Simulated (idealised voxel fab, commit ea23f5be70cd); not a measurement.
process module | voxel transistor to metal
cross-section cut | 265 nm wide | cells 5 nm
A cross-section is a grid of square cells, given in bands from the top down. A band is one or more rows of cells.
Each band's line starts with the height of the band's top and of its bottom, in nm. Then come its materials from left to right, each with its width in nm. One material with "throughout" fills the band from edge to edge. "air" is empty space.
Height 0 is the level under which the wafer as received is all one material. The lowest band goes on downwards, as in "0 down".
A width such as "30 to 40" changes by the same amount from each row of cells to the next, from the band's top row to its bottom row.
"no change" after a step means that no cell of the cross-section changed.
closed voids: empty space of 8 cells or more with no open way to the top, each as width x height at its distance from the left edge, in nm
after a step's settings: what the simulator itself notes on the step
overlay nm, on a step with a mask: how far to the right of its planned place the mask lay; to the left if negative
plan
1 op RECEIVE | material Si
2 op CONFORMAL_DEP | material SiO2 | thk nm 5
3 op CONFORMAL_DEP | material SiN | thk nm 15
4 op MASKED_ETCH | tone cover | mask id ACTIVE | width nm 100 | pitch nm 125 | etch materials SiN | depth nm 15 | overlay nm 0
5 op MASKED_ETCH | tone cover | mask id ACTIVE | width nm 100 | pitch nm 125 | etch materials SiO2 | depth nm 5 | overlay nm 0
6 op MASKED_ETCH | tone cover | mask id ACTIVE | width nm 100 | pitch nm 125 | etch materials Si | depth nm 35 | overlay nm 0
7 op OXIDIZE | depth nm 5
8 op FILL_DEP | material SiO2 | thk nm 5
9 op CMP | height nm 20
10 op SELECTIVE_ETCH | etch materials SiO2 | depth nm 15
11 op STRIP | etch materials SiN
12 op SELECTIVE_ETCH | etch materials SiO2 | depth nm 5
13 op OXIDIZE | depth nm 5
14 op DIRECTIONAL_DEP | material polySi | thk nm 20
15 op DIRECTIONAL_DEP | material SiCN | thk nm 15
16 op MASKED_ETCH | tone cover | mask id GATE | width nm 20 | pitch nm 125 | etch materials SiCN | depth nm 25 | overlay nm 0
17 op MASKED_ETCH | tone cover | mask id GATE | width nm 20 | pitch nm 125 | etch materials polySi | depth nm 30 | overlay nm 0
18 op CONFORMAL_DEP | material SiN | thk nm 10
19 op DIRECTIONAL_ETCH | etch materials SiN | depth nm 10
20 op DIRECTIONAL_ETCH | etch materials SiO2 | depth nm 5
21 op EPI | material pSi | thk nm 5
22 op FILL_DEP | material SiO2 | thk nm 5
23 op CMP | height nm 35
24 op DIRECTIONAL_DEP | material SiO2 | thk nm 15
25 op DIRECTIONAL_DEP | material aC | thk nm 10
26 op PATTERN | tone open | mask id CONTACT | material resist | width nm 30 | thk nm 25 | overlay nm 0
27 op DIRECTIONAL_ETCH | etch materials aC | depth nm 10
28 op STRIP | etch materials resist
29 op DIRECTIONAL_ETCH | etch materials SiO2 | depth nm 50
30 op STRIP | etch materials aC
31 op CONFORMAL_DEP | material TiN | thk nm 5
32 op FILL_DEP | material Ru | thk nm 10
33 op CMP | height nm 50
34 op DIRECTIONAL_DEP | material TiN | thk nm 5
35 op DIRECTIONAL_DEP | material Ru | thk nm 20
36 op PATTERN | tone cover | mask id METAL_1 | material resist | width nm 15 | thk nm 15 | overlay nm 0
37 op DIRECTIONAL_ETCH | etch materials Ru | depth nm 20
38 op DIRECTIONAL_ETCH | etch materials TiN | depth nm 5
39 op STRIP | etch materials resist
40 op FILL_DEP | material SiO2 | thk nm 5
41 op CMP | height nm 75
42 op CONFORMAL_DEP | material SiCN | thk nm 5
43 op DIRECTIONAL_DEP | material SiO2 | thk nm 35
44 op DIRECTIONAL_DEP | material aC | thk nm 15
45 op PATTERN | tone open | mask id METAL_2 | material resist | width nm 15 | pitch nm 125 | thk nm 30 | overlay nm 0
46 op DIRECTIONAL_ETCH | etch materials aC | depth nm 15
47 op STRIP | etch materials resist
48 op DIRECTIONAL_ETCH | etch materials SiO2 | depth nm 20
49 op STRIP | etch materials aC
50 op DIRECTIONAL_DEP | material aC | thk nm 10
51 op PATTERN | tone open | mask id METAL_2_HOLES | material resist | width nm 15 | pitch nm 125 | thk nm 25 | overlay nm 0
52 op DIRECTIONAL_ETCH | etch materials aC | depth nm 10
53 op STRIP | etch materials resist
54 op DIRECTIONAL_ETCH | etch materials SiO2 | depth nm 15
55 op DIRECTIONAL_ETCH | etch materials SiCN | depth nm 5
56 op STRIP | etch materials aC
57 op CONFORMAL_DEP | material TiN | thk nm 5
58 op FILL_DEP | material Cu | thk nm 10
59 op CMP | height nm 115
60 op CONFORMAL_DEP | material SiCN | thk nm 5
first wafer, as planned
as received, after step 1
  0 down: Si throughout
  closed voids: none
after step 2
  5 to 0: SiO2 throughout
  below 0: unchanged
after step 3
  20 to 5: SiN throughout
  below 5: unchanged
after step 4
  20 to 5: air 20 | SiN 100 | air 25 | SiN 100 | air 20
  below 5: unchanged
after step 5
  20 to 5: air 20 | SiN 100 | air 25 | SiN 100 | air 20
  5 to 0: air 20 | SiO2 100 | air 25 | SiO2 100 | air 20
  below 0: unchanged
after step 6
  20 to 5: air 20 | SiN 100 | air 25 | SiN 100 | air 20
  5 to 0: air 20 | SiO2 100 | air 25 | SiO2 100 | air 20
  0 to -35: air 20 | Si 100 | air 25 | Si 100 | air 20
  below -35: unchanged
after step 7
  20 to 5: air 20 | SiN 100 | air 25 | SiN 100 | air 20
  5 to 0: air 20 | SiO2 100 | air 25 | SiO2 100 | air 20
  0 to -35: air 20 | SiO2 5 | Si 90 | SiO2 5 | air 25 | SiO2 5 | Si 90 | SiO2 5 | air 20
  -35 to -40: SiO2 25 | Si 90 | SiO2 35 | Si 90 | SiO2 25
  below -40: unchanged
after step 8
  25 to 20: SiO2 throughout
  20 to 5: SiO2 20 | SiN 100 | SiO2 25 | SiN 100 | SiO2 20
  5 to 0: SiO2 throughout
  0 to -40: SiO2 25 | Si 90 | SiO2 35 | Si 90 | SiO2 25
  below -40: unchanged
after step 9
  20 to 5: SiO2 20 | SiN 100 | SiO2 25 | SiN 100 | SiO2 20
  below 5: unchanged
after step 10
  20 to 5: air 20 | SiN 100 | air 25 | SiN 100 | air 20
  below 5: unchanged
after step 11
  5 to 0: SiO2 throughout
  below 0: unchanged
after step 12
  0 to -40: SiO2 25 | Si 90 | SiO2 35 | Si 90 | SiO2 25
  below -40: unchanged
after step 13
  0 to -5: SiO2 throughout
  below -5: unchanged
after step 14
  20 to 0: polySi throughout
  below 0: unchanged
after step 15
  35 to 20: SiCN throughout
  below 20: unchanged
after step 16
  35 to 20: air 60 | SiCN 20 | air 105 | SiCN 20 | air 60
  below 20: unchanged
after step 17
  35 to 20: air 60 | SiCN 20 | air 105 | SiCN 20 | air 60
  20 to 0: air 60 | polySi 20 | air 105 | polySi 20 | air 60
  below 0: unchanged
after step 18
  45 to 35: air 50 | SiN 40 | air 85 | SiN 40 | air 50
  35 to 20: air 50 | SiN 10 | SiCN 20 | SiN 10 | air 85 | SiN 10 | SiCN 20 | SiN 10 | air 50
  20 to 10: air 50 | SiN 10 | polySi 20 | SiN 10 | air 85 | SiN 10 | polySi 20 | SiN 10 | air 50
  10 to 0: SiN 60 | polySi 20 | SiN 105 | polySi 20 | SiN 60
  below 0: unchanged
after step 19
  35 to 20: air 50 | SiN 10 | SiCN 20 | SiN 10 | air 85 | SiN 10 | SiCN 20 | SiN 10 | air 50
  20 to 0: air 50 | SiN 10 | polySi 20 | SiN 10 | air 85 | SiN 10 | polySi 20 | SiN 10 | air 50
  below 0: unchanged
after step 20
  35 to 20: air 50 | SiN 10 | SiCN 20 | SiN 10 | air 85 | SiN 10 | SiCN 20 | SiN 10 | air 50
  20 to 0: air 50 | SiN 10 | polySi 20 | SiN 10 | air 85 | SiN 10 | polySi 20 | SiN 10 | air 50
  0 to -5: air 50 | SiO2 40 | air 85 | SiO2 40 | air 50
  below -5: unchanged
after step 21
  35 to 20: air 50 | SiN 10 | SiCN 20 | SiN 10 | air 85 | SiN 10 | SiCN 20 | SiN 10 | air 50
  20 to 0: air 50 | SiN 10 | polySi 20 | SiN 10 | air 85 | SiN 10 | polySi 20 | SiN 10 | air 50
  0 to -5: air 20 | pSi 30 | SiO2 40 | pSi 30 | air 25 | pSi 30 | SiO2 40 | pSi 30 | air 20
  below -5: unchanged
after step 22
  40 to 35: SiO2 throughout
  35 to 20: SiO2 50 | SiN 10 | SiCN 20 | SiN 10 | SiO2 85 | SiN 10 | SiCN 20 | SiN 10 | SiO2 50
  20 to 0: SiO2 50 | SiN 10 | polySi 20 | SiN 10 | SiO2 85 | SiN 10 | polySi 20 | SiN 10 | SiO2 50
  0 to -5: SiO2 20 | pSi 30 | SiO2 40 | pSi 30 | SiO2 25 | pSi 30 | SiO2 40 | pSi 30 | SiO2 20
  below -5: unchanged
after step 23
  35 to 20: SiO2 50 | SiN 10 | SiCN 20 | SiN 10 | SiO2 85 | SiN 10 | SiCN 20 | SiN 10 | SiO2 50
  below 20: unchanged
after step 24
  50 to 35: SiO2 throughout
  below 35: unchanged
after step 25
  60 to 50: aC throughout
  below 50: unchanged
after step 26
  85 to 60: resist 25 | air 30 | resist 30 | air 30 | resist 35 | air 30 | resist 30 | air 30 | resist 25
  below 60: unchanged
after step 27
  75 to 60: resist 25 | air 30 | resist 30 | air 30 | resist 35 | air 30 | resist 30 | air 30 | resist 25
  60 to 50: aC 25 | air 30 | aC 30 | air 30 | aC 35 | air 30 | aC 30 | air 30 | aC 25
  below 50: unchanged
after step 28
  60 to 50: aC 25 | air 30 | aC 30 | air 30 | aC 35 | air 30 | aC 30 | air 30 | aC 25
  below 50: unchanged
after step 29
  60 to 50: aC 25 | air 30 | aC 30 | air 30 | aC 35 | air 30 | aC 30 | air 30 | aC 25
  50 to 35: SiO2 25 | air 30 | SiO2 30 | air 30 | SiO2 35 | air 30 | SiO2 30 | air 30 | SiO2 25
  35 to 20: SiO2 25 | air 25 | SiN 10 | SiCN 20 | SiN 10 | air 25 | SiO2 35 | air 25 | SiN 10 | SiCN 20 | SiN 10 | air 25 | SiO2 25
  20 to 0: SiO2 25 | air 25 | SiN 10 | polySi 20 | SiN 10 | air 25 | SiO2 35 | air 25 | SiN 10 | polySi 20 | SiN 10 | air 25 | SiO2 25
  below 0: unchanged
after step 30
  50 to 35: SiO2 25 | air 30 | SiO2 30 | air 30 | SiO2 35 | air 30 | SiO2 30 | air 30 | SiO2 25
  below 35: unchanged
after step 31
  55 to 50: TiN 30 | air 20 | TiN 40 | air 20 | TiN 45 | air 20 | TiN 40 | air 20 | TiN 30
  50 to 40: SiO2 25 | TiN 5 | air 20 | TiN 5 | SiO2 30 | TiN 5 | air 20 | TiN 5 | SiO2 35 | TiN 5 | air 20 | TiN 5 | SiO2 30 | TiN 5 | air 20 | TiN 5 | SiO2 25
  40 to 35: SiO2 25 | TiN 5 | air 15 | TiN 10 | SiO2 30 | TiN 10 | air 15 | TiN 5 | SiO2 35 | TiN 5 | air 15 | TiN 10 | SiO2 30 | TiN 10 | air 15 | TiN 5 | SiO2 25
  35 to 20: SiO2 25 | TiN 5 | air 15 | TiN 5 | SiN 10 | SiCN 20 | SiN 10 | TiN 5 | air 15 | TiN 5 | SiO2 35 | TiN 5 | air 15 | TiN 5 | SiN 10 | SiCN 20 | SiN 10 | TiN 5 | air 15 | TiN 5 | SiO2 25
  20 to 5: SiO2 25 | TiN 5 | air 15 | TiN 5 | SiN 10 | polySi 20 | SiN 10 | TiN 5 | air 15 | TiN 5 | SiO2 35 | TiN 5 | air 15 | TiN 5 | SiN 10 | polySi 20 | SiN 10 | TiN 5 | air 15 | TiN 5 | SiO2 25
  5 to 0: SiO2 25 | TiN 25 | SiN 10 | polySi 20 | SiN 10 | TiN 25 | SiO2 35 | TiN 25 | SiN 10 | polySi 20 | SiN 10 | TiN 25 | SiO2 25
  below 0: unchanged
after step 32
  65 to 55: Ru throughout
  55 to 50: TiN 30 | Ru 20 | TiN 40 | Ru 20 | TiN 45 | Ru 20 | TiN 40 | Ru 20 | TiN 30
  50 to 40: SiO2 25 | TiN 5 | Ru 20 | TiN 5 | SiO2 30 | TiN 5 | Ru 20 | TiN 5 | SiO2 35 | TiN 5 | Ru 20 | TiN 5 | SiO2 30 | TiN 5 | Ru 20 | TiN 5 | SiO2 25
  40 to 35: SiO2 25 | TiN 5 | Ru 15 | TiN 10 | SiO2 30 | TiN 10 | Ru 15 | TiN 5 | SiO2 35 | TiN 5 | Ru 15 | TiN 10 | SiO2 30 | TiN 10 | Ru 15 | TiN 5 | SiO2 25
  35 to 20: SiO2 25 | TiN 5 | Ru 15 | TiN 5 | SiN 10 | SiCN 20 | SiN 10 | TiN 5 | Ru 15 | TiN 5 | SiO2 35 | TiN 5 | Ru 15 | TiN 5 | SiN 10 | SiCN 20 | SiN 10 | TiN 5 | Ru 15 | TiN 5 | SiO2 25
  20 to 5: SiO2 25 | TiN 5 | Ru 15 | TiN 5 | SiN 10 | polySi 20 | SiN 10 | TiN 5 | Ru 15 | TiN 5 | SiO2 35 | TiN 5 | Ru 15 | TiN 5 | SiN 10 | polySi 20 | SiN 10 | TiN 5 | Ru 15 | TiN 5 | SiO2 25
  below 5: unchanged
after step 33
  50 to 40: SiO2 25 | TiN 5 | Ru 20 | TiN 5 | SiO2 30 | TiN 5 | Ru 20 | TiN 5 | SiO2 35 | TiN 5 | Ru 20 | TiN 5 | SiO2 30 | TiN 5 | Ru 20 | TiN 5 | SiO2 25
  below 40: unchanged
after step 34
  55 to 50: TiN throughout
  below 50: unchanged
after step 35
  75 to 55: Ru throughout
  below 55: unchanged
after step 36
  90 to 75: air 25 | resist 15 | air 60 | resist 15 | air 35 | resist 15 | air 60 | resist 15 | air 25
  below 75: unchanged
after step 37
  90 to 75: air 25 | resist 15 | air 60 | resist 15 | air 35 | resist 15 | air 60 | resist 15 | air 25
  75 to 55: air 25 | Ru 15 | air 60 | Ru 15 | air 35 | Ru 15 | air 60 | Ru 15 | air 25
  below 55: unchanged
after step 38
  90 to 75: air 25 | resist 15 | air 60 | resist 15 | air 35 | resist 15 | air 60 | resist 15 | air 25
  75 to 55: air 25 | Ru 15 | air 60 | Ru 15 | air 35 | Ru 15 | air 60 | Ru 15 | air 25
  55 to 50: air 25 | TiN 15 | air 60 | TiN 15 | air 35 | TiN 15 | air 60 | TiN 15 | air 25
  below 50: unchanged
after step 39
  75 to 55: air 25 | Ru 15 | air 60 | Ru 15 | air 35 | Ru 15 | air 60 | Ru 15 | air 25
  below 55: unchanged
after step 40
  80 to 75: SiO2 throughout
  75 to 55: SiO2 25 | Ru 15 | SiO2 60 | Ru 15 | SiO2 35 | Ru 15 | SiO2 60 | Ru 15 | SiO2 25
  55 to 50: SiO2 25 | TiN 15 | SiO2 60 | TiN 15 | SiO2 35 | TiN 15 | SiO2 60 | TiN 15 | SiO2 25
  below 50: unchanged
after step 41
  75 to 55: SiO2 25 | Ru 15 | SiO2 60 | Ru 15 | SiO2 35 | Ru 15 | SiO2 60 | Ru 15 | SiO2 25
  below 55: unchanged
after step 42
  80 to 75: SiCN throughout
  below 75: unchanged
after step 43
  115 to 80: SiO2 throughout
  below 80: unchanged
after step 44
  130 to 115: aC throughout
  below 115: unchanged
after step 45
  160 to 130: resist 25 | air 15 | resist 110 | air 15 | resist 100
  below 130: unchanged
after step 46
  145 to 130: resist 25 | air 15 | resist 110 | air 15 | resist 100
  130 to 115: aC 25 | air 15 | aC 110 | air 15 | aC 100
  below 115: unchanged
after step 47
  130 to 115: aC 25 | air 15 | aC 110 | air 15 | aC 100
  below 115: unchanged
after step 48
  130 to 115: aC 25 | air 15 | aC 110 | air 15 | aC 100
  115 to 95: SiO2 25 | air 15 | SiO2 110 | air 15 | SiO2 100
  below 95: unchanged
after step 49
  115 to 95: SiO2 25 | air 15 | SiO2 110 | air 15 | SiO2 100
  below 95: unchanged
after step 50
  125 to 115: aC 25 | air 15 | aC 110 | air 15 | aC 100
  115 to 105: SiO2 25 | air 15 | SiO2 110 | air 15 | SiO2 100
  105 to 95: SiO2 25 | aC 15 | SiO2 110 | aC 15 | SiO2 100
  below 95: unchanged
after step 51
  150 to 125: resist 25 | air 15 | resist 110 | air 15 | resist 100
  below 125: unchanged
after step 52
  140 to 125: resist 25 | air 15 | resist 110 | air 15 | resist 100
  125 to 115: aC 25 | air 15 | aC 110 | air 15 | aC 100
  115 to 95: SiO2 25 | air 15 | SiO2 110 | air 15 | SiO2 100
  below 95: unchanged
after step 53
  125 to 115: aC 25 | air 15 | aC 110 | air 15 | aC 100
  below 115: unchanged
after step 54
  125 to 115: aC 25 | air 15 | aC 110 | air 15 | aC 100
  115 to 80: SiO2 25 | air 15 | SiO2 110 | air 15 | SiO2 100
  below 80: unchanged
after step 55
  125 to 115: aC 25 | air 15 | aC 110 | air 15 | aC 100
  115 to 80: SiO2 25 | air 15 | SiO2 110 | air 15 | SiO2 100
  80 to 75: SiCN 25 | air 15 | SiCN 110 | air 15 | SiCN 100
  below 75: unchanged
after step 56
  115 to 80: SiO2 25 | air 15 | SiO2 110 | air 15 | SiO2 100
  below 80: unchanged
after step 57
  120 to 115: TiN 30 | air 5 | TiN 120 | air 5 | TiN 105
  115 to 80: SiO2 25 | TiN 5 | air 5 | TiN 5 | SiO2 110 | TiN 5 | air 5 | TiN 5 | SiO2 100
  80 to 75: SiCN 25 | TiN 15 | SiCN 110 | TiN 15 | SiCN 100
  below 75: unchanged
after step 58
  130 to 120: Cu throughout
  120 to 115: TiN 30 | Cu 5 | TiN 120 | Cu 5 | TiN 105
  115 to 80: SiO2 25 | TiN 5 | Cu 5 | TiN 5 | SiO2 110 | TiN 5 | Cu 5 | TiN 5 | SiO2 100
  below 80: unchanged
after step 59
  115 to 80: SiO2 25 | TiN 5 | Cu 5 | TiN 5 | SiO2 110 | TiN 5 | Cu 5 | TiN 5 | SiO2 100
  below 80: unchanged
after step 60
  120 to 115: SiCN throughout
  below 115: unchanged
second wafer: like start, like plan, one mistake. Through step 13 it matches the first wafer
when step 14 should have ended
  30 to 0: polySi throughout
  below 0: unchanged
when step 15 should have ended
  45 to 30: SiCN throughout
  below 30: unchanged
when step 16 should have ended
  45 to 30: air 60 | SiCN 20 | air 105 | SiCN 20 | air 60
  below 30: unchanged
when step 17 should have ended
  45 to 30: air 60 | SiCN 20 | air 105 | SiCN 20 | air 60
  30 to 0: air 60 | polySi 20 | air 105 | polySi 20 | air 60
  below 0: unchanged
when step 18 should have ended
  55 to 45: air 50 | SiN 40 | air 85 | SiN 40 | air 50
  45 to 30: air 50 | SiN 10 | SiCN 20 | SiN 10 | air 85 | SiN 10 | SiCN 20 | SiN 10 | air 50
  30 to 10: air 50 | SiN 10 | polySi 20 | SiN 10 | air 85 | SiN 10 | polySi 20 | SiN 10 | air 50
  10 to 0: SiN 60 | polySi 20 | SiN 105 | polySi 20 | SiN 60
  below 0: unchanged
when step 19 should have ended
  45 to 30: air 50 | SiN 10 | SiCN 20 | SiN 10 | air 85 | SiN 10 | SiCN 20 | SiN 10 | air 50
  30 to 0: air 50 | SiN 10 | polySi 20 | SiN 10 | air 85 | SiN 10 | polySi 20 | SiN 10 | air 50
  below 0: unchanged
when step 20 should have ended
  45 to 30: air 50 | SiN 10 | SiCN 20 | SiN 10 | air 85 | SiN 10 | SiCN 20 | SiN 10 | air 50
  30 to 0: air 50 | SiN 10 | polySi 20 | SiN 10 | air 85 | SiN 10 | polySi 20 | SiN 10 | air 50
  0 to -5: air 50 | SiO2 40 | air 85 | SiO2 40 | air 50
  below -5: unchanged
when step 21 should have ended
  45 to 30: air 50 | SiN 10 | SiCN 20 | SiN 10 | air 85 | SiN 10 | SiCN 20 | SiN 10 | air 50
  30 to 0: air 50 | SiN 10 | polySi 20 | SiN 10 | air 85 | SiN 10 | polySi 20 | SiN 10 | air 50
  0 to -5: air 20 | pSi 30 | SiO2 40 | pSi 30 | air 25 | pSi 30 | SiO2 40 | pSi 30 | air 20
  below -5: unchanged
when step 22 should have ended
  50 to 45: SiO2 throughout
  45 to 30: SiO2 50 | SiN 10 | SiCN 20 | SiN 10 | SiO2 85 | SiN 10 | SiCN 20 | SiN 10 | SiO2 50
  30 to 0: SiO2 50 | SiN 10 | polySi 20 | SiN 10 | SiO2 85 | SiN 10 | polySi 20 | SiN 10 | SiO2 50
  0 to -5: SiO2 20 | pSi 30 | SiO2 40 | pSi 30 | SiO2 25 | pSi 30 | SiO2 40 | pSi 30 | SiO2 20
  below -5: unchanged
when step 23 should have ended
  35 to 30: SiO2 50 | SiN 10 | SiCN 20 | SiN 10 | SiO2 85 | SiN 10 | SiCN 20 | SiN 10 | SiO2 50
  below 30: unchanged
when step 24 should have ended
  50 to 35: SiO2 throughout
  below 35: unchanged
when step 25 should have ended
  60 to 50: aC throughout
  below 50: unchanged
when step 26 should have ended
  85 to 60: resist 25 | air 30 | resist 30 | air 30 | resist 35 | air 30 | resist 30 | air 30 | resist 25
  below 60: unchanged
when step 27 should have ended
  75 to 60: resist 25 | air 30 | resist 30 | air 30 | resist 35 | air 30 | resist 30 | air 30 | resist 25
  60 to 50: aC 25 | air 30 | aC 30 | air 30 | aC 35 | air 30 | aC 30 | air 30 | aC 25
  below 50: unchanged
when step 28 should have ended
  60 to 50: aC 25 | air 30 | aC 30 | air 30 | aC 35 | air 30 | aC 30 | air 30 | aC 25
  below 50: unchanged
when step 29 should have ended
  60 to 50: aC 25 | air 30 | aC 30 | air 30 | aC 35 | air 30 | aC 30 | air 30 | aC 25
  50 to 35: SiO2 25 | air 30 | SiO2 30 | air 30 | SiO2 35 | air 30 | SiO2 30 | air 30 | SiO2 25
  35 to 30: SiO2 25 | air 25 | SiN 10 | SiCN 20 | SiN 10 | air 25 | SiO2 35 | air 25 | SiN 10 | SiCN 20 | SiN 10 | air 25 | SiO2 25
  30 to 0: SiO2 25 | air 25 | SiN 10 | polySi 20 | SiN 10 | air 25 | SiO2 35 | air 25 | SiN 10 | polySi 20 | SiN 10 | air 25 | SiO2 25
  below 0: unchanged
when step 30 should have ended
  50 to 35: SiO2 25 | air 30 | SiO2 30 | air 30 | SiO2 35 | air 30 | SiO2 30 | air 30 | SiO2 25
  below 35: unchanged
when step 31 should have ended
  55 to 50: TiN 30 | air 20 | TiN 40 | air 20 | TiN 45 | air 20 | TiN 40 | air 20 | TiN 30
  50 to 40: SiO2 25 | TiN 5 | air 20 | TiN 5 | SiO2 30 | TiN 5 | air 20 | TiN 5 | SiO2 35 | TiN 5 | air 20 | TiN 5 | SiO2 30 | TiN 5 | air 20 | TiN 5 | SiO2 25
  40 to 35: SiO2 25 | TiN 5 | air 15 | TiN 10 | SiO2 30 | TiN 10 | air 15 | TiN 5 | SiO2 35 | TiN 5 | air 15 | TiN 10 | SiO2 30 | TiN 10 | air 15 | TiN 5 | SiO2 25
  35 to 30: SiO2 25 | TiN 5 | air 15 | TiN 5 | SiN 10 | SiCN 20 | SiN 10 | TiN 5 | air 15 | TiN 5 | SiO2 35 | TiN 5 | air 15 | TiN 5 | SiN 10 | SiCN 20 | SiN 10 | TiN 5 | air 15 | TiN 5 | SiO2 25
  30 to 5: SiO2 25 | TiN 5 | air 15 | TiN 5 | SiN 10 | polySi 20 | SiN 10 | TiN 5 | air 15 | TiN 5 | SiO2 35 | TiN 5 | air 15 | TiN 5 | SiN 10 | polySi 20 | SiN 10 | TiN 5 | air 15 | TiN 5 | SiO2 25
  5 to 0: SiO2 25 | TiN 25 | SiN 10 | polySi 20 | SiN 10 | TiN 25 | SiO2 35 | TiN 25 | SiN 10 | polySi 20 | SiN 10 | TiN 25 | SiO2 25
  below 0: unchanged
when step 32 should have ended
  65 to 55: Ru throughout
  55 to 50: TiN 30 | Ru 20 | TiN 40 | Ru 20 | TiN 45 | Ru 20 | TiN 40 | Ru 20 | TiN 30
  50 to 40: SiO2 25 | TiN 5 | Ru 20 | TiN 5 | SiO2 30 | TiN 5 | Ru 20 | TiN 5 | SiO2 35 | TiN 5 | Ru 20 | TiN 5 | SiO2 30 | TiN 5 | Ru 20 | TiN 5 | SiO2 25
  40 to 35: SiO2 25 | TiN 5 | Ru 15 | TiN 10 | SiO2 30 | TiN 10 | Ru 15 | TiN 5 | SiO2 35 | TiN 5 | Ru 15 | TiN 10 | SiO2 30 | TiN 10 | Ru 15 | TiN 5 | SiO2 25
  35 to 30: SiO2 25 | TiN 5 | Ru 15 | TiN 5 | SiN 10 | SiCN 20 | SiN 10 | TiN 5 | Ru 15 | TiN 5 | SiO2 35 | TiN 5 | Ru 15 | TiN 5 | SiN 10 | SiCN 20 | SiN 10 | TiN 5 | Ru 15 | TiN 5 | SiO2 25
  30 to 5: SiO2 25 | TiN 5 | Ru 15 | TiN 5 | SiN 10 | polySi 20 | SiN 10 | TiN 5 | Ru 15 | TiN 5 | SiO2 35 | TiN 5 | Ru 15 | TiN 5 | SiN 10 | polySi 20 | SiN 10 | TiN 5 | Ru 15 | TiN 5 | SiO2 25
  below 5: unchanged
when step 33 should have ended
  50 to 40: SiO2 25 | TiN 5 | Ru 20 | TiN 5 | SiO2 30 | TiN 5 | Ru 20 | TiN 5 | SiO2 35 | TiN 5 | Ru 20 | TiN 5 | SiO2 30 | TiN 5 | Ru 20 | TiN 5 | SiO2 25
  below 40: unchanged
when step 34 should have ended
  55 to 50: TiN throughout
  below 50: unchanged
when step 35 should have ended
  75 to 55: Ru throughout
  below 55: unchanged
when step 36 should have ended
  90 to 75: air 25 | resist 15 | air 60 | resist 15 | air 35 | resist 15 | air 60 | resist 15 | air 25
  below 75: unchanged
when step 37 should have ended
  90 to 75: air 25 | resist 15 | air 60 | resist 15 | air 35 | resist 15 | air 60 | resist 15 | air 25
  75 to 55: air 25 | Ru 15 | air 60 | Ru 15 | air 35 | Ru 15 | air 60 | Ru 15 | air 25
  below 55: unchanged
when step 38 should have ended
  90 to 75: air 25 | resist 15 | air 60 | resist 15 | air 35 | resist 15 | air 60 | resist 15 | air 25
  75 to 55: air 25 | Ru 15 | air 60 | Ru 15 | air 35 | Ru 15 | air 60 | Ru 15 | air 25
  55 to 50: air 25 | TiN 15 | air 60 | TiN 15 | air 35 | TiN 15 | air 60 | TiN 15 | air 25
  below 50: unchanged
when step 39 should have ended
  75 to 55: air 25 | Ru 15 | air 60 | Ru 15 | air 35 | Ru 15 | air 60 | Ru 15 | air 25
  below 55: unchanged
when step 40 should have ended
  80 to 75: SiO2 throughout
  75 to 55: SiO2 25 | Ru 15 | SiO2 60 | Ru 15 | SiO2 35 | Ru 15 | SiO2 60 | Ru 15 | SiO2 25
  55 to 50: SiO2 25 | TiN 15 | SiO2 60 | TiN 15 | SiO2 35 | TiN 15 | SiO2 60 | TiN 15 | SiO2 25
  below 50: unchanged
when step 41 should have ended
  75 to 55: SiO2 25 | Ru 15 | SiO2 60 | Ru 15 | SiO2 35 | Ru 15 | SiO2 60 | Ru 15 | SiO2 25
  below 55: unchanged
when step 42 should have ended
  80 to 75: SiCN throughout
  below 75: unchanged
when step 43 should have ended
  115 to 80: SiO2 throughout
  below 80: unchanged
when step 44 should have ended
  130 to 115: aC throughout
  below 115: unchanged
when step 45 should have ended
  160 to 130: resist 25 | air 15 | resist 110 | air 15 | resist 100
  below 130: unchanged
when step 46 should have ended
  145 to 130: resist 25 | air 15 | resist 110 | air 15 | resist 100
  130 to 115: aC 25 | air 15 | aC 110 | air 15 | aC 100
  below 115: unchanged
when step 47 should have ended
  130 to 115: aC 25 | air 15 | aC 110 | air 15 | aC 100
  below 115: unchanged
when step 48 should have ended
  130 to 115: aC 25 | air 15 | aC 110 | air 15 | aC 100
  115 to 95: SiO2 25 | air 15 | SiO2 110 | air 15 | SiO2 100
  below 95: unchanged
when step 49 should have ended
  115 to 95: SiO2 25 | air 15 | SiO2 110 | air 15 | SiO2 100
  below 95: unchanged
when step 50 should have ended
  125 to 115: aC 25 | air 15 | aC 110 | air 15 | aC 100
  115 to 105: SiO2 25 | air 15 | SiO2 110 | air 15 | SiO2 100
  105 to 95: SiO2 25 | aC 15 | SiO2 110 | aC 15 | SiO2 100
  below 95: unchanged
when step 51 should have ended
  150 to 125: resist 25 | air 15 | resist 110 | air 15 | resist 100
  below 125: unchanged
when step 52 should have ended
  140 to 125: resist 25 | air 15 | resist 110 | air 15 | resist 100
  125 to 115: aC 25 | air 15 | aC 110 | air 15 | aC 100
  115 to 95: SiO2 25 | air 15 | SiO2 110 | air 15 | SiO2 100
  below 95: unchanged
when step 53 should have ended
  125 to 115: aC 25 | air 15 | aC 110 | air 15 | aC 100
  below 115: unchanged
when step 54 should have ended
  125 to 115: aC 25 | air 15 | aC 110 | air 15 | aC 100
  115 to 80: SiO2 25 | air 15 | SiO2 110 | air 15 | SiO2 100
  below 80: unchanged
when step 55 should have ended
  125 to 115: aC 25 | air 15 | aC 110 | air 15 | aC 100
  115 to 80: SiO2 25 | air 15 | SiO2 110 | air 15 | SiO2 100
  80 to 75: SiCN 25 | air 15 | SiCN 110 | air 15 | SiCN 100
  below 75: unchanged
when step 56 should have ended
  115 to 80: SiO2 25 | air 15 | SiO2 110 | air 15 | SiO2 100
  below 80: unchanged
when step 57 should have ended
  120 to 115: TiN 30 | air 5 | TiN 120 | air 5 | TiN 105
  115 to 80: SiO2 25 | TiN 5 | air 5 | TiN 5 | SiO2 110 | TiN 5 | air 5 | TiN 5 | SiO2 100
  80 to 75: SiCN 25 | TiN 15 | SiCN 110 | TiN 15 | SiCN 100
  below 75: unchanged
when step 58 should have ended
  130 to 120: Cu throughout
  120 to 115: TiN 30 | Cu 5 | TiN 120 | Cu 5 | TiN 105
  115 to 80: SiO2 25 | TiN 5 | Cu 5 | TiN 5 | SiO2 110 | TiN 5 | Cu 5 | TiN 5 | SiO2 100
  below 80: unchanged
when step 59 should have ended
  115 to 80: SiO2 25 | TiN 5 | Cu 5 | TiN 5 | SiO2 110 | TiN 5 | Cu 5 | TiN 5 | SiO2 100
  below 80: unchanged
when step 60 should have ended
  120 to 115: SiCN throughout
  below 115: unchanged
what went wrong: step 14 ran as: op DIRECTIONAL_DEP | material polySi | thk nm 30
at the end the second wafer has, in cells: 16 fewer of SiCN | 16 more of polySi
